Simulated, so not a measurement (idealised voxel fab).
Proc. module: voxel gate over fins
295 nm wide, 5 nm square cells: that's cross-section cut.
Reading order for cross-sections: top band down to bottom band. Underlying form: a grid of square cells. Band size: one or more rows of cells.
Quick guide to a band line: top height, bottom height (nm) up front; then every material left to right with its width in nm. Only one material and it's marked "everywhere"? Then it fills the band edge to edge. And "air" just means empty space.
Heights are reckoned from 0. Under this level, the received wafer is all of one material. The bottommost band is open-ended downward, for example "0 and below".
Per-row width for "30->40": begins at first number (top row of band), ends at second number (bottom row), increment between rows held constant.
The designation "nothing was modified", where it is given for a processing step, indicates that no cell of the cross-section was altered in the course of that step.
"Fully sealed voids" lists enclosed empty spaces (at least 8 cells, no open path upward to the top), each as width x height at distance from the left edge, in nm.
That trailing text on a step's line, after the settings, is the simulator's own remark on the step.
A step line may carry the setting "overlay nm", which, for steps involving a mask, states the distance by which the mask lay to the right of its intended position; negative values denote displacement to the left.
**Set out below are the planned steps of the process**
1,RECEIVE, material Si
2,CONFORMAL_DEP, material SiN, thk nm 10
3,DIRECTIONAL_DEP, material aC, thk nm 15
4,PATTERN, tone cover, mask id FINS, material resist, width nm 15, pitch nm 35, thk nm 35, overlay nm 0
5,DIRECTIONAL_ETCH, etch materials aC, depth nm 15
6,STRIP, etch materials resist
7,DIRECTIONAL_ETCH, etch materials SiN, depth nm 10
8,DIRECTIONAL_ETCH, etch materials Si, depth nm 40
9,STRIP, etch materials aC
10,FILL_DEP, material SiO2, thk nm 10
11,CMP, height nm 10
12,SELECTIVE_ETCH, etch materials SiO2, depth nm 20
13,STRIP, etch materials SiN
14,CONFORMAL_DEP, material HfO2, thk nm 5
15,CONFORMAL_DEP, material TiN, thk nm 5
16,CONFORMAL_DEP, material TiAl, thk nm 5
17,CONFORMAL_DEP, material TiN, thk nm 5
18,FILL_DEP, material W, thk nm 15
19,CMP, height nm 30
20,CONFORMAL_DEP, material SiCN, thk nm 5
**Step 1 complete: cross-section of the wafer as received**
- 0 and below  Si everywhere
- Fully sealed voids: none
**Starting wafer: above. Plan: above. Run: one mistake. Cross-section after the module: below**
- 35 down to 30  SiCN everywhere
- 30 down to 20  W everywhere
- 20 down to 15  W (100) | TiN (90) | W (105)
- 15 down to 10  W (100) | TiN (5) | TiAl (80) | TiN (5) | W (105)
- 10 down to 5  TiN (105) | TiAl (5) | TiN (70) | TiAl (5) | TiN (110)
- 5 down to 0  TiAl (110) | TiN (5) | HfO2 (25) | TiN (10) | HfO2 (25) | TiN (5) | TiAl (115)
- 0 down to -5  TiN (115) | HfO2 (5) | Si (15) | HfO2 (5) | TiN (10) | HfO2 (5) | Si (15) | HfO2 (5) | TiN (120)
- -5 down to -10  HfO2 (120) | Si (15) | HfO2 (20) | Si (15) | HfO2 (125)
- -10 down to -45  SiO2 (120) | Si (15) | SiO2 (20) | Si (15) | SiO2 (125)
- -45 and below  Si everywhere
- Fully sealed voids: none
It is concluded that the wafer was processed incorrectly with respect to the plan, in that step 8 ran differently from the plan; actual operation with settings: DIRECTIONAL_ETCH, etch materials Si, depth nm 45
